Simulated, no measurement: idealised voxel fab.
process module | voxel trench capacitor
cross-section cut | 290 nm wide | cells 5 nm
A cross-section is a grid of square cells, given in bands from the top down. A band is one or more rows of cells.
Each band's line starts with the height of the band's top and of its bottom, in nm. Then come its materials from left to right, each with its width in nm. One material with "throughout" fills the band from edge to edge. "air" is empty space.
Height 0 is the level under which the wafer as received is all one material. The lowest band goes on downwards, as in "0 down".
A width such as "30 to 40" changes by the same amount from each row of cells to the next, from the band's top row to its bottom row.
"no change" after a step means that no cell of the cross-section changed.
closed voids: empty space of 8 cells or more with no open way to the top, each as width x height at its distance from the left edge, in nm
after a step's settings: what the simulator itself notes on the step
overlay nm, on a step with a mask: how far to the right of its planned place the mask lay; to the left if negative
plan
1 op RECEIVE | material Si
2 op CONFORMAL_DEP | material SiN | thk nm 5
3 op DIRECTIONAL_DEP | material aC | thk nm 10
4 op PATTERN | tone open | mask id TRENCH | material resist | width nm 25 | pitch nm 50 | thk nm 25 | overlay nm 0
5 op DIRECTIONAL_ETCH | etch materials aC | depth nm 10
6 op STRIP | etch materials resist
7 op DIRECTIONAL_ETCH | etch materials SiN | depth nm 5
8 op DIRECTIONAL_ETCH | etch materials Si | depth nm 30
9 op STRIP | etch materials aC
10 op CONFORMAL_DEP | material SiO2 | thk nm 5
11 op FILL_DEP | material polySi | thk nm 10
12 op CMP | height nm 5
first wafer, as planned
as received, after step 1
  0 down: Si throughout
  closed voids: none
after step 2
  5 to 0: SiN throughout
  below 0: unchanged
after step 3
  15 to 5: aC throughout
  below 5: unchanged
after step 4
  40 to 15: resist 55 | air 25 | resist 25 | air 25 | resist 25 | air 25 | resist 25 | air 25 | resist 60
  below 15: unchanged
after step 5
  30 to 15: resist 55 | air 25 | resist 25 | air 25 | resist 25 | air 25 | resist 25 | air 25 | resist 60
  15 to 5: aC 55 | air 25 | aC 25 | air 25 | aC 25 | air 25 | aC 25 | air 25 | aC 60
  below 5: unchanged
after step 6
  15 to 5: aC 55 | air 25 | aC 25 | air 25 | aC 25 | air 25 | aC 25 | air 25 | aC 60
  below 5: unchanged
after step 7
  15 to 5: aC 55 | air 25 | aC 25 | air 25 | aC 25 | air 25 | aC 25 | air 25 | aC 60
  5 to 0: SiN 55 | air 25 | SiN 25 | air 25 | SiN 25 | air 25 | SiN 25 | air 25 | SiN 60
  below 0: unchanged
after step 8
  15 to 5: aC 55 | air 25 | aC 25 | air 25 | aC 25 | air 25 | aC 25 | air 25 | aC 60
  5 to 0: SiN 55 | air 25 | SiN 25 | air 25 | SiN 25 | air 25 | SiN 25 | air 25 | SiN 60
  0 to -30: Si 55 | air 25 | Si 25 | air 25 | Si 25 | air 25 | Si 25 | air 25 | Si 60
  below -30: unchanged
after step 9
  5 to 0: SiN 55 | air 25 | SiN 25 | air 25 | SiN 25 | air 25 | SiN 25 | air 25 | SiN 60
  below 0: unchanged
after step 10
  10 to 5: SiO2 60 | air 15 | SiO2 35 | air 15 | SiO2 35 | air 15 | SiO2 35 | air 15 | SiO2 65
  5 to 0: SiN 55 | SiO2 5 | air 15 | SiO2 5 | SiN 25 | SiO2 5 | air 15 | SiO2 5 | SiN 25 | SiO2 5 | air 15 | SiO2 5 | SiN 25 | SiO2 5 | air 15 | SiO2 5 | SiN 60
  0 to -25: Si 55 | SiO2 5 | air 15 | SiO2 5 | Si 25 | SiO2 5 | air 15 | SiO2 5 | Si 25 | SiO2 5 | air 15 | SiO2 5 | Si 25 | SiO2 5 | air 15 | SiO2 5 | Si 60
  -25 to -30: Si 55 | SiO2 25 | Si 25 | SiO2 25 | Si 25 | SiO2 25 | Si 25 | SiO2 25 | Si 60
  below -30: unchanged
after step 11
  20 to 10: polySi throughout
  10 to 5: SiO2 60 | polySi 15 | SiO2 35 | polySi 15 | SiO2 35 | polySi 15 | SiO2 35 | polySi 15 | SiO2 65
  5 to 0: SiN 55 | SiO2 5 | polySi 15 | SiO2 5 | SiN 25 | SiO2 5 | polySi 15 | SiO2 5 | SiN 25 | SiO2 5 | polySi 15 | SiO2 5 | SiN 25 | SiO2 5 | polySi 15 | SiO2 5 | SiN 60
  0 to -25: Si 55 | SiO2 5 | polySi 15 | SiO2 5 | Si 25 | SiO2 5 | polySi 15 | SiO2 5 | Si 25 | SiO2 5 | polySi 15 | SiO2 5 | Si 25 | SiO2 5 | polySi 15 | SiO2 5 | Si 60
  below -25: unchanged
after step 12
  5 to 0: SiN 55 | SiO2 5 | polySi 15 | SiO2 5 | SiN 25 | SiO2 5 | polySi 15 | SiO2 5 | SiN 25 | SiO2 5 | polySi 15 | SiO2 5 | SiN 25 | SiO2 5 | polySi 15 | SiO2 5 | SiN 60
  below 0: unchanged
second wafer: like start, like plan, one mistake. Through step 3 it matches the first wafer
when step 4 should have ended
  40 to 15: air 55 | resist 25 | air 25 | resist 25 | air 25 | resist 25 | air 25 | resist 25 | air 60
  below 15: unchanged
when step 5 should have ended
  30 to 15: air 55 | resist 25 | air 25 | resist 25 | air 25 | resist 25 | air 25 | resist 25 | air 60
  15 to 5: air 55 | aC 25 | air 25 | aC 25 | air 25 | aC 25 | air 25 | aC 25 | air 60
  below 5: unchanged
when step 6 should have ended
  15 to 5: air 55 | aC 25 | air 25 | aC 25 | air 25 | aC 25 | air 25 | aC 25 | air 60
  below 5: unchanged
when step 7 should have ended
  15 to 5: air 55 | aC 25 | air 25 | aC 25 | air 25 | aC 25 | air 25 | aC 25 | air 60
  5 to 0: air 55 | SiN 25 | air 25 | SiN 25 | air 25 | SiN 25 | air 25 | SiN 25 | air 60
  below 0: unchanged
when step 8 should have ended
  15 to 5: air 55 | aC 25 | air 25 | aC 25 | air 25 | aC 25 | air 25 | aC 25 | air 60
  5 to 0: air 55 | SiN 25 | air 25 | SiN 25 | air 25 | SiN 25 | air 25 | SiN 25 | air 60
  0 to -30: air 55 | Si 25 | air 25 | Si 25 | air 25 | Si 25 | air 25 | Si 25 | air 60
  below -30: unchanged
when step 9 should have ended
  5 to 0: air 55 | SiN 25 | air 25 | SiN 25 | air 25 | SiN 25 | air 25 | SiN 25 | air 60
  below 0: unchanged
when step 10 should have ended
  10 to 5: air 50 | SiO2 35 | air 15 | SiO2 35 | air 15 | SiO2 35 | air 15 | SiO2 35 | air 55
  5 to 0: air 50 | SiO2 5 | SiN 25 | SiO2 5 | air 15 | SiO2 5 | SiN 25 | SiO2 5 | air 15 | SiO2 5 | SiN 25 | SiO2 5 | air 15 | SiO2 5 | SiN 25 | SiO2 5 | air 55
  0 to -25: air 50 | SiO2 5 | Si 25 | SiO2 5 | air 15 | SiO2 5 | Si 25 | SiO2 5 | air 15 | SiO2 5 | Si 25 | SiO2 5 | air 15 | SiO2 5 | Si 25 | SiO2 5 | air 55
  -25 to -30: SiO2 55 | Si 25 | SiO2 25 | Si 25 | SiO2 25 | Si 25 | SiO2 25 | Si 25 | SiO2 60
  below -30: unchanged
when step 11 should have ended
  20 to 10: polySi throughout
  10 to 5: polySi 50 | SiO2 35 | polySi 15 | SiO2 35 | polySi 15 | SiO2 35 | polySi 15 | SiO2 35 | polySi 55
  5 to 0: polySi 50 | SiO2 5 | SiN 25 | SiO2 5 | polySi 15 | SiO2 5 | SiN 25 | SiO2 5 | polySi 15 | SiO2 5 | SiN 25 | SiO2 5 | polySi 15 | SiO2 5 | SiN 25 | SiO2 5 | polySi 55
  0 to -25: polySi 50 | SiO2 5 | Si 25 | SiO2 5 | polySi 15 | SiO2 5 | Si 25 | SiO2 5 | polySi 15 | SiO2 5 | Si 25 | SiO2 5 | polySi 15 | SiO2 5 | Si 25 | SiO2 5 | polySi 55
  below -25: unchanged
when step 12 should have ended
  5 to 0: polySi 50 | SiO2 5 | SiN 25 | SiO2 5 | polySi 15 | SiO2 5 | SiN 25 | SiO2 5 | polySi 15 | SiO2 5 | SiN 25 | SiO2 5 | polySi 15 | SiO2 5 | SiN 25 | SiO2 5 | polySi 55
  below 0: unchanged
what went wrong: step 4 ran as: op PATTERN | tone cover | mask id TRENCH | material resist | width nm 25 | pitch nm 50 | thk nm 25 | overlay nm 0
at the end the second wafer has, in cells: 108 fewer of Si | 18 fewer of SiN | 18 more of SiO2 | 108 more of polySi
